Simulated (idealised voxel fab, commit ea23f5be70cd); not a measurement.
Process module name: voxel ribs on slabs
Cross-section cut spans 275 nm and uses square cells 5 nm in size.
Cross-section = grid of square cells, listed top down in bands; band = one or more rows. Heads up on the band format: heights come first, top then bottom, in nm. After that it's the materials left to right, each with its width in nm. A single material flagged "all across" fills the whole band edge to edge, and "air" means there's empty space there. Below 0: as-received wafer, all one material; heights counted from there. Lowest band: no bottom, goes on down, written "0 and below". It should be noted that a width expressed as "30->40" varies in equal increments from row to row of cells within the band, taking the value of the first number at the top row and that of the second number at the bottom row. The designation "nothing was modified", where it is given for a processing step, indicates that no cell of the cross-section was altered in the course of that step. The list in "Fully closed voids" covers empty spaces of 8 cells or more that cannot reach the top through any open way, and it gives each as width x height at distance; the distance is from the left edge, and width, height and distance are in nm. On each step's line, the part that comes after the settings is the simulator's own comment on the step. A step line may carry the setting "overlay nm", which, for steps involving a mask, states the distance by which the mask lay to the right of its intended position; negative values denote displacement to the left.
# plan
- 1: op RECEIVE | material Si
- 2: op DIRECTIONAL_DEP | material SiO2 | thk nm 30
- 3: op DIRECTIONAL_DEP | material SiN | thk nm 25
- 4: op PATTERN | tone cover | mask id RIB | material resist | width nm 30 | thk nm 20 | overlay nm 0
- 5: op DIRECTIONAL_ETCH | etch materials SiN | depth nm 10
- 6: op STRIP | etch materials resist
- 7: op DIRECTIONAL_DEP | material aC | thk nm 10
- 8: op PATTERN | tone cover | mask id SLAB | material resist | width nm 60 | thk nm 30 | overlay nm 0
- 9: op DIRECTIONAL_ETCH | etch materials aC | depth nm 10
- 10: op STRIP | etch materials resist
- 11: op DIRECTIONAL_ETCH | etch materials SiN | depth nm 15
- 12: op STRIP | etch materials aC
- 13: op FILL_DEP | material SiO2 | thk nm 20
- 14: op CMP | height nm 70
- 15: op DIRECTIONAL_DEP | material TiN | thk nm 10
- 16: op DIRECTIONAL_DEP | material aC | thk nm 15
- 17: op PATTERN | tone cover | mask id HEATER | material resist | width nm 40 | thk nm 35 | overlay nm 0
- 18: op DIRECTIONAL_ETCH | etch materials aC | depth nm 15
- 19: op STRIP | etch materials resist
- 20: op DIRECTIONAL_ETCH | etch materials TiN | depth nm 10
- 21: op STRIP | etch materials aC
- 22: op CONFORMAL_DEP | material SiO2 | thk nm 5
# Cross-section of the wafer at receipt, which is the condition after step 1
> 0 and below  Si all across
> Fully closed voids: none
# Final cross-section, module run with one mistake (start and plan as above)
> 85 down to 80  air: 110 | SiO2: 50 | air: 115
> 80 down to 75  air: 110 | SiO2: 5 | TiN: 40 | SiO2: 5 | air: 115
> 75 down to 70  SiO2: 115 | TiN: 40 | SiO2: 120
> 70 down to 55  SiO2: 105 | SiN: 60 | SiO2: 110
> 55 down to 30  SiN all across
> 30 down to 0  SiO2 all across
> 0 and below  Si all across
> Fully closed voids: none
Processing error: in the plan, step 3 was performed twice
